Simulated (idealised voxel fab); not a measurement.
process module | voxel gate over fins
cross-section cut | 170 nm wide | cells 5 nm
A cross-section is a grid of square cells, given in bands from the top down. A band is one or more rows of cells.
Each band's line starts with the height of the band's top and of its bottom, in nm. Then come its materials from left to right, each with its width in nm. One material with "throughout" fills the band from edge to edge. "air" is empty space.
Height 0 is the level under which the wafer as received is all one material. The lowest band goes on downwards, as in "0 down".
A width such as "30 to 40" changes by the same amount from each row of cells to the next, from the band's top row to its bottom row.
"no change" after a step means that no cell of the cross-section changed.
closed voids: empty space of 8 cells or more with no open way to the top, each as width x height at its distance from the left edge, in nm
after a step's settings: what the simulator itself notes on the step
overlay nm, on a step with a mask: how far to the right of its planned place the mask lay; to the left if negative
plan
1 op RECEIVE | material Si
2 op CONFORMAL_DEP | material SiN | thk nm 10
3 op DIRECTIONAL_DEP | material aC | thk nm 10
4 op PATTERN | tone cover | mask id FINS | material resist | width nm 15 | pitch nm 60 | thk nm 30 | overlay nm 0
5 op DIRECTIONAL_ETCH | etch materials aC | depth nm 10
6 op STRIP | etch materials resist
7 op DIRECTIONAL_ETCH | etch materials SiN | depth nm 10
8 op DIRECTIONAL_ETCH | etch materials Si | depth nm 35
9 op STRIP | etch materials aC
10 op OXIDIZE | depth nm 5
11 op FILL_DEP | material SiO2 | thk nm 5
12 op CMP | height nm 10
13 op DIRECTIONAL_DEP | material aC | thk nm 15
14 op PATTERN | tone open | mask id RAIL | material resist | width nm 15 | thk nm 30 | overlay nm 0
15 op DIRECTIONAL_ETCH | etch materials aC | depth nm 15
16 op STRIP | etch materials resist
17 op DIRECTIONAL_ETCH | etch materials SiO2 | depth nm 40
18 op STRIP | etch materials aC
19 op CONFORMAL_DEP | material TiN | thk nm 5
20 op FILL_DEP | material Ru | thk nm 10
21 op CMP | height nm 10
22 op SELECTIVE_ETCH | etch materials W Ru TiN | depth nm 30
23 op FILL_DEP | material SiO2 | thk nm 5
24 op CMP | height nm 10
25 op SELECTIVE_ETCH | etch materials SiO2 | depth nm 25
26 op STRIP | etch materials SiN
27 op CONFORMAL_DEP | material HfO2 | thk nm 5
28 op CONFORMAL_DEP | material TiN | thk nm 5
29 op CONFORMAL_DEP | material TiAl | thk nm 5
30 op CONFORMAL_DEP | material TiN | thk nm 5
31 op FILL_DEP | material W | thk nm 15
32 op CMP | height nm 30
33 op CONFORMAL_DEP | material SiCN | thk nm 5
first wafer, as planned
as received, after step 1
  0 down: Si throughout
  closed voids: none
after step 2
  10 to 0: SiN throughout
  below 0: unchanged
after step 3
  20 to 10: aC throughout
  below 10: unchanged
after step 4
  50 to 20: air 45 | resist 15 | air 45 | resist 15 | air 50
  below 20: unchanged
after step 5
  40 to 20: air 45 | resist 15 | air 45 | resist 15 | air 50
  20 to 10: air 45 | aC 15 | air 45 | aC 15 | air 50
  below 10: unchanged
after step 6
  20 to 10: air 45 | aC 15 | air 45 | aC 15 | air 50
  below 10: unchanged
after step 7
  20 to 10: air 45 | aC 15 | air 45 | aC 15 | air 50
  10 to 0: air 45 | SiN 15 | air 45 | SiN 15 | air 50
  below 0: unchanged
after step 8
  20 to 10: air 45 | aC 15 | air 45 | aC 15 | air 50
  10 to 0: air 45 | SiN 15 | air 45 | SiN 15 | air 50
  0 to -35: air 45 | Si 15 | air 45 | Si 15 | air 50
  below -35: unchanged
after step 9
  10 to 0: air 45 | SiN 15 | air 45 | SiN 15 | air 50
  below 0: unchanged
after step 10
  10 to 0: air 45 | SiN 15 | air 45 | SiN 15 | air 50
  0 to -35: air 45 | SiO2 5 | Si 5 | SiO2 5 | air 45 | SiO2 5 | Si 5 | SiO2 5 | air 50
  -35 to -40: SiO2 50 | Si 5 | SiO2 55 | Si 5 | SiO2 55
  below -40: unchanged
after step 11
  15 to 10: SiO2 throughout
  10 to 0: SiO2 45 | SiN 15 | SiO2 45 | SiN 15 | SiO2 50
  0 to -40: SiO2 50 | Si 5 | SiO2 55 | Si 5 | SiO2 55
  below -40: unchanged
after step 12
  10 to 0: SiO2 45 | SiN 15 | SiO2 45 | SiN 15 | SiO2 50
  below 0: unchanged
after step 13
  25 to 10: aC throughout
  below 10: unchanged
after step 14
  55 to 25: resist 75 | air 15 | resist 80
  below 25: unchanged
after step 15
  40 to 25: resist 75 | air 15 | resist 80
  25 to 10: aC 75 | air 15 | aC 80
  below 10: unchanged
after step 16
  25 to 10: aC 75 | air 15 | aC 80
  below 10: unchanged
after step 17
  25 to 10: aC 75 | air 15 | aC 80
  10 to 0: SiO2 45 | SiN 15 | SiO2 15 | air 15 | SiO2 15 | SiN 15 | SiO2 50
  0 to -30: SiO2 50 | Si 5 | SiO2 20 | air 15 | SiO2 20 | Si 5 | SiO2 55
  below -30: unchanged
after step 18
  10 to 0: SiO2 45 | SiN 15 | SiO2 15 | air 15 | SiO2 15 | SiN 15 | SiO2 50
  below 0: unchanged
after step 19
  15 to 10: TiN 80 | air 5 | TiN 85
  10 to 0: SiO2 45 | SiN 15 | SiO2 15 | TiN 5 | air 5 | TiN 5 | SiO2 15 | SiN 15 | SiO2 50
  0 to -25: SiO2 50 | Si 5 | SiO2 20 | TiN 5 | air 5 | TiN 5 | SiO2 20 | Si 5 | SiO2 55
  -25 to -30: SiO2 50 | Si 5 | SiO2 20 | TiN 15 | SiO2 20 | Si 5 | SiO2 55
  below -30: unchanged
after step 20
  25 to 15: Ru throughout
  15 to 10: TiN 80 | Ru 5 | TiN 85
  10 to 0: SiO2 45 | SiN 15 | SiO2 15 | TiN 5 | Ru 5 | TiN 5 | SiO2 15 | SiN 15 | SiO2 50
  0 to -25: SiO2 50 | Si 5 | SiO2 20 | TiN 5 | Ru 5 | TiN 5 | SiO2 20 | Si 5 | SiO2 55
  below -25: unchanged
after step 21
  10 to 0: SiO2 45 | SiN 15 | SiO2 15 | TiN 5 | Ru 5 | TiN 5 | SiO2 15 | SiN 15 | SiO2 50
  below 0: unchanged
after step 22
  10 to 0: SiO2 45 | SiN 15 | SiO2 15 | air 15 | SiO2 15 | SiN 15 | SiO2 50
  0 to -20: SiO2 50 | Si 5 | SiO2 20 | air 15 | SiO2 20 | Si 5 | SiO2 55
  below -20: unchanged
after step 23
  15 to 10: SiO2 throughout
  10 to 0: SiO2 45 | SiN 15 | SiO2 45 | SiN 15 | SiO2 50
  0 to -20: SiO2 50 | Si 5 | SiO2 55 | Si 5 | SiO2 55
  below -20: unchanged
after step 24
  10 to 0: SiO2 45 | SiN 15 | SiO2 45 | SiN 15 | SiO2 50
  below 0: unchanged
after step 25
  10 to 0: air 45 | SiN 15 | air 45 | SiN 15 | air 50
  0 to -15: air 50 | Si 5 | air 55 | Si 5 | air 55
  below -15: unchanged
after step 26
  0 to -15: air 50 | Si 5 | air 55 | Si 5 | air 55
  below -15: unchanged
after step 27
  5 to 0: air 45 | HfO2 15 | air 45 | HfO2 15 | air 50
  0 to -10: air 45 | HfO2 5 | Si 5 | HfO2 5 | air 45 | HfO2 5 | Si 5 | HfO2 5 | air 50
  -10 to -15: HfO2 50 | Si 5 | HfO2 55 | Si 5 | HfO2 55
  below -15: unchanged
after step 28
  10 to 5: air 40 | TiN 25 | air 35 | TiN 25 | air 45
  5 to 0: air 40 | TiN 5 | HfO2 15 | TiN 5 | air 35 | TiN 5 | HfO2 15 | TiN 5 | air 45
  0 to -5: air 40 | TiN 5 | HfO2 5 | Si 5 | HfO2 5 | TiN 5 | air 35 | TiN 5 | HfO2 5 | Si 5 | HfO2 5 | TiN 5 | air 45
  -5 to -10: TiN 45 | HfO2 5 | Si 5 | HfO2 5 | TiN 45 | HfO2 5 | Si 5 | HfO2 5 | TiN 50
  below -10: unchanged
after step 29
  15 to 10: air 35 | TiAl 35 | air 25 | TiAl 35 | air 40
  10 to 5: air 35 | TiAl 5 | TiN 25 | TiAl 5 | air 25 | TiAl 5 | TiN 25 | TiAl 5 | air 40
  5 to 0: air 35 | TiAl 5 | TiN 5 | HfO2 15 | TiN 5 | TiAl 5 | air 25 | TiAl 5 | TiN 5 | HfO2 15 | TiN 5 | TiAl 5 | air 40
  0 to -5: TiAl 40 | TiN 5 | HfO2 5 | Si 5 | HfO2 5 | TiN 5 | TiAl 35 | TiN 5 | HfO2 5 | Si 5 | HfO2 5 | TiN 5 | TiAl 45
  below -5: unchanged
after step 30
  20 to 15: air 30 | TiN 45 | air 15 | TiN 45 | air 35
  15 to 10: air 30 | TiN 5 | TiAl 35 | TiN 5 | air 15 | TiN 5 | TiAl 35 | TiN 5 | air 35
  10 to 5: air 30 | TiN 5 | TiAl 5 | TiN 25 | TiAl 5 | TiN 5 | air 15 | TiN 5 | TiAl 5 | TiN 25 | TiAl 5 | TiN 5 | air 35
  5 to 0: TiN 35 | TiAl 5 | TiN 5 | HfO2 15 | TiN 5 | TiAl 5 | TiN 25 | TiAl 5 | TiN 5 | HfO2 15 | TiN 5 | TiAl 5 | TiN 40
  below 0: unchanged
after step 31
  35 to 20: W throughout
  20 to 15: W 30 | TiN 45 | W 15 | TiN 45 | W 35
  15 to 10: W 30 | TiN 5 | TiAl 35 | TiN 5 | W 15 | TiN 5 | TiAl 35 | TiN 5 | W 35
  10 to 5: W 30 | TiN 5 | TiAl 5 | TiN 25 | TiAl 5 | TiN 5 | W 15 | TiN 5 | TiAl 5 | TiN 25 | TiAl 5 | TiN 5 | W 35
  below 5: unchanged
after step 32
  30 to 20: W throughout
  below 20: unchanged
after step 33
  35 to 30: SiCN throughout
  below 30: unchanged
second wafer: like start, like plan, one mistake. Through step 26 it matches the first wafer
when step 27 should have ended: no change
when step 28 should have ended
  5 to 0: air 45 | TiN 15 | air 45 | TiN 15 | air 50
  0 to -10: air 45 | TiN 5 | Si 5 | TiN 5 | air 45 | TiN 5 | Si 5 | TiN 5 | air 50
  -10 to -15: TiN 50 | Si 5 | TiN 55 | Si 5 | TiN 55
  below -15: unchanged
when step 29 should have ended
  10 to 5: air 40 | TiAl 25 | air 35 | TiAl 25 | air 45
  5 to 0: air 40 | TiAl 5 | TiN 15 | TiAl 5 | air 35 | TiAl 5 | TiN 15 | TiAl 5 | air 45
  0 to -5: air 40 | TiAl 5 | TiN 5 | Si 5 | TiN 5 | TiAl 5 | air 35 | TiAl 5 | TiN 5 | Si 5 | TiN 5 | TiAl 5 | air 45
  -5 to -10: TiAl 45 | TiN 5 | Si 5 | TiN 5 | TiAl 45 | TiN 5 | Si 5 | TiN 5 | TiAl 50
  below -10: unchanged
when step 30 should have ended
  15 to 10: air 35 | TiN 35 | air 25 | TiN 35 | air 40
  10 to 5: air 35 | TiN 5 | TiAl 25 | TiN 5 | air 25 | TiN 5 | TiAl 25 | TiN 5 | air 40
  5 to 0: air 35 | TiN 5 | TiAl 5 | TiN 15 | TiAl 5 | TiN 5 | air 25 | TiN 5 | TiAl 5 | TiN 15 | TiAl 5 | TiN 5 | air 40
  0 to -5: TiN 40 | TiAl 5 | TiN 5 | Si 5 | TiN 5 | TiAl 5 | TiN 35 | TiAl 5 | TiN 5 | Si 5 | TiN 5 | TiAl 5 | TiN 45
  below -5: unchanged
when step 31 should have ended
  30 to 15: W throughout
  15 to 10: W 35 | TiN 35 | W 25 | TiN 35 | W 40
  10 to 5: W 35 | TiN 5 | TiAl 25 | TiN 5 | W 25 | TiN 5 | TiAl 25 | TiN 5 | W 40
  5 to 0: W 35 | TiN 5 | TiAl 5 | TiN 15 | TiAl 5 | TiN 5 | W 25 | TiN 5 | TiAl 5 | TiN 15 | TiAl 5 | TiN 5 | W 40
  below 0: unchanged
when step 32 should have ended: no change
when step 33 should have ended
  35 to 30: SiCN throughout
  below 30: unchanged
what went wrong: step 27 was left out
at the end the second wafer has, in cells: 46 fewer of HfO2 | 46 more of W
